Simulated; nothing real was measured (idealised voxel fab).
Module name: voxel transistor to metal (process module)
The cross-section on display is named cut; it measures 170 nm wide, and its cells are 5 nm squares.
Throughout this document, each cross-section is represented as a grid of square cells and is presented as a sequence of bands enumerated from the top downward, where a band comprises one or more rows of cells.
For a band, the entry starts with two heights in nm, that of the top and then that of the bottom, and carries on with the band's materials in order from left to right, each alongside its width in nm; the word "everywhere" beside a single material means it fills the band edge to edge, and "blank" means empty space.
For the purposes of this specification, 0 denotes the height below which the wafer in its as-received condition is composed wholly of one material, and the lowermost band, lacking a lower limit, extends downward without end, as expressed in "from 0 down".
Think of "30 to 40" as a width that walks from the first number to the second as you go down the band, top row to bottom row, taking equal-sized steps from row to row.
Any step labelled "no alteration" changed none of the cells in the cross-section.
Heads up: "Sealed-off cavities" only lists the empty pockets with no open path to the top that are 8 cells or more, and it writes them as width x height at distance, distance from the left edge, in nm.
The remark found on a step's line after its settings is issued by the simulator itself and pertains to that step.
overlay nm: mask right of planned place by this much (step with mask). Neg. = left.

**Set out below are the planned steps of the process**
1,RECEIVE, material Si
2,CONFORMAL_DEP, material SiO2, thk nm 5
3,CONFORMAL_DEP, material SiN, thk nm 15
4,DIRECTIONAL_DEP, material aC, thk nm 15
5,PATTERN, tone cover, mask id ACTIVE, material resist, width nm 125, thk nm 30, overlay nm 0
6,DIRECTIONAL_ETCH, etch materials aC, depth nm 15
7,STRIP, etch materials resist
8,DIRECTIONAL_ETCH, etch materials SiN, depth nm 15
9,DIRECTIONAL_ETCH, etch materials SiO2, depth nm 5
10,DIRECTIONAL_ETCH, etch materials Si, depth nm 30
11,STRIP, etch materials aC
12,FILL_DEP, material SiO2, thk nm 5
13,CMP, height nm 20
14,SELECTIVE_ETCH, etch materials SiO2, depth nm 10
15,STRIP, etch materials SiN
16,SELECTIVE_ETCH, etch materials SiO2, depth nm 5
17,OXIDIZE, depth nm 5
18,DIRECTIONAL_DEP, material polySi, thk nm 30
19,DIRECTIONAL_DEP, material SiCN, thk nm 10
20,PATTERN, tone cover, mask id GATE, material resist, width nm 25, thk nm 20, overlay nm 0
21,DIRECTIONAL_ETCH, etch materials SiCN, depth nm 20
22,DIRECTIONAL_ETCH, etch materials polySi, depth nm 40
23,STRIP, etch materials resist
24,CONFORMAL_DEP, material SiO2, thk nm 5
25,DIRECTIONAL_ETCH, etch materials SiO2, depth nm 5
26,CONFORMAL_DEP, material SiN, thk nm 5
27,DIRECTIONAL_ETCH, etch materials SiN, depth nm 5
28,DIRECTIONAL_ETCH, etch materials SiO2, depth nm 5
29,DIRECTIONAL_ETCH, etch materials Si, depth nm 15
30,EPI, material SiGe, thk nm 20
31,FILL_DEP, material SiO2, thk nm 5
32,CMP, height nm 30
33,STRIP, etch materials polySi
34,SELECTIVE_ETCH, etch materials SiO2, depth nm 5
35,CONFORMAL_DEP, material HfO2, thk nm 5
36,CONFORMAL_DEP, material TiN, thk nm 5
37,FILL_DEP, material W, thk nm 5
38,CMP, height nm 25
39,DIRECTIONAL_DEP, material SiO2, thk nm 10
40,PATTERN, tone open, mask id CONTACT, material resist, width nm 20, pitch nm 85, thk nm 20, overlay nm 0
41,DIRECTIONAL_ETCH, etch materials SiO2, depth nm 20
42,STRIP, etch materials resist
43,CONFORMAL_DEP, material TiN, thk nm 5
44,FILL_DEP, material W, thk nm 10
45,CMP, height nm 35
46,CONFORMAL_DEP, material SiCN, thk nm 5
47,DIRECTIONAL_DEP, material lowk, thk nm 15
48,DIRECTIONAL_DEP, material aC, thk nm 10
49,PATTERN, tone open, mask id METAL_1, material resist, width nm 20, pitch nm 85, thk nm 30, overlay nm 0
50,DIRECTIONAL_ETCH, etch materials aC, depth nm 10
51,STRIP, etch materials resist
52,DIRECTIONAL_ETCH, etch materials lowk, depth nm 15
53,DIRECTIONAL_ETCH, etch materials SiCN, depth nm 5
54,STRIP, etch materials aC
55,CONFORMAL_DEP, material TiN, thk nm 5
56,FILL_DEP, material Cu, thk nm 5
57,CMP, height nm 55
58,EPI, material Ru, thk nm 5
59,FILL_DEP, material SiCN, thk nm 5
60,DIRECTIONAL_DEP, material SiO2, thk nm 25
61,DIRECTIONAL_DEP, material aC, thk nm 10
62,PATTERN, tone open, mask id METAL_2_HOLES, material resist, width nm 15, pitch nm 85, thk nm 30, overlay nm 0
63,DIRECTIONAL_ETCH, etch materials aC, depth nm 10
64,STRIP, etch materials resist
65,DIRECTIONAL_ETCH, etch materials SiO2, depth nm 25
66,STRIP, etch materials aC
67,PATTERN, tone open, mask id METAL_2, material resist, width nm 20, pitch nm 85, thk nm 15, overlay nm 0
68,DIRECTIONAL_ETCH, etch materials SiO2, depth nm 15
69,DIRECTIONAL_ETCH, etch materials SiCN, depth nm 5
70,STRIP, etch materials resist
71,CONFORMAL_DEP, material TiN, thk nm 5
72,FILL_DEP, material Cu, thk nm 10
73,CMP, height nm 90
74,CONFORMAL_DEP, material SiN, thk nm 5

**Here's what the wafer looked like in cross-section when it arrived - that's after step 1**
- from 0 down  Si everywhere
- Sealed-off cavities: none

**Post-module cross-section: identical start and plan to those above, one misstep in execution**
- from 95 to 90  SiN everywhere
- from 90 to 80  SiO2 30, TiN 5, Cu 10, TiN 5, SiO2 65, TiN 5, Cu 10, TiN 5, SiO2 35
- from 80 to 75  SiO2 30, TiN 5, Cu 5, TiN 10, SiO2 65, TiN 5, Cu 5, TiN 10, SiO2 35
- from 75 to 65  SiO2 30, TiN 5, Cu 5, TiN 5, SiO2 70, TiN 5, Cu 5, TiN 5, SiO2 40
- from 65 to 60  SiCN 30, TiN 15, SiCN 70, TiN 15, SiCN 40
- from 60 to 55  SiCN 25, Ru 30, SiCN 55, Ru 30, SiCN 30
- from 55 to 50  SiCN 30, TiN 20, SiCN 65, TiN 20, SiCN 35
- from 50 to 40  W everywhere
- from 40 to 35  TiN 35, W 10, TiN 75, W 10, TiN 40
- from 35 to 25  SiO2 30, TiN 5, W 10, TiN 5, SiO2 65, TiN 5, W 10, TiN 5, SiO2 35
- from 25 to 20  SiO2 30, TiN 5, W 10, TiN 5, SiO2 10, SiN 5, HfO2 5, TiN 5, W 15, TiN 5, HfO2 5, SiN 5, SiO2 10, TiN 5, W 10, TiN 5, SiO2 35
- from 20 to 15  SiO2 30, TiN 20, SiO2 10, SiN 5, HfO2 5, TiN 5, W 15, TiN 5, HfO2 5, SiN 5, SiO2 10, TiN 20, SiO2 35
- from 15 to 5  SiO2 15, SiGe 45, SiN 5, HfO2 5, TiN 5, W 15, TiN 5, HfO2 5, SiN 5, SiGe 45, SiO2 20
- from 5 to 0  SiO2 15, SiGe 5, SiN 5, SiGe 35, SiN 5, HfO2 5, TiN 25, HfO2 5, SiN 5, SiGe 35, SiN 5, SiGe 5, SiO2 20
- from 0 to -5  SiO2 25, SiGe 35, SiO2 5, HfO2 35, SiO2 5, SiGe 35, SiO2 30
- from -5 to -20  SiO2 20, Si 5, SiGe 35, Si 45, SiGe 35, Si 5, SiO2 25
- from -20 to -30  SiO2 20, Si 125, SiO2 25
- from -30 down  Si everywhere
- Sealed-off cavities: none
Deviation noted in wafer processing: step 45 of the plan got skipped, so it never ran
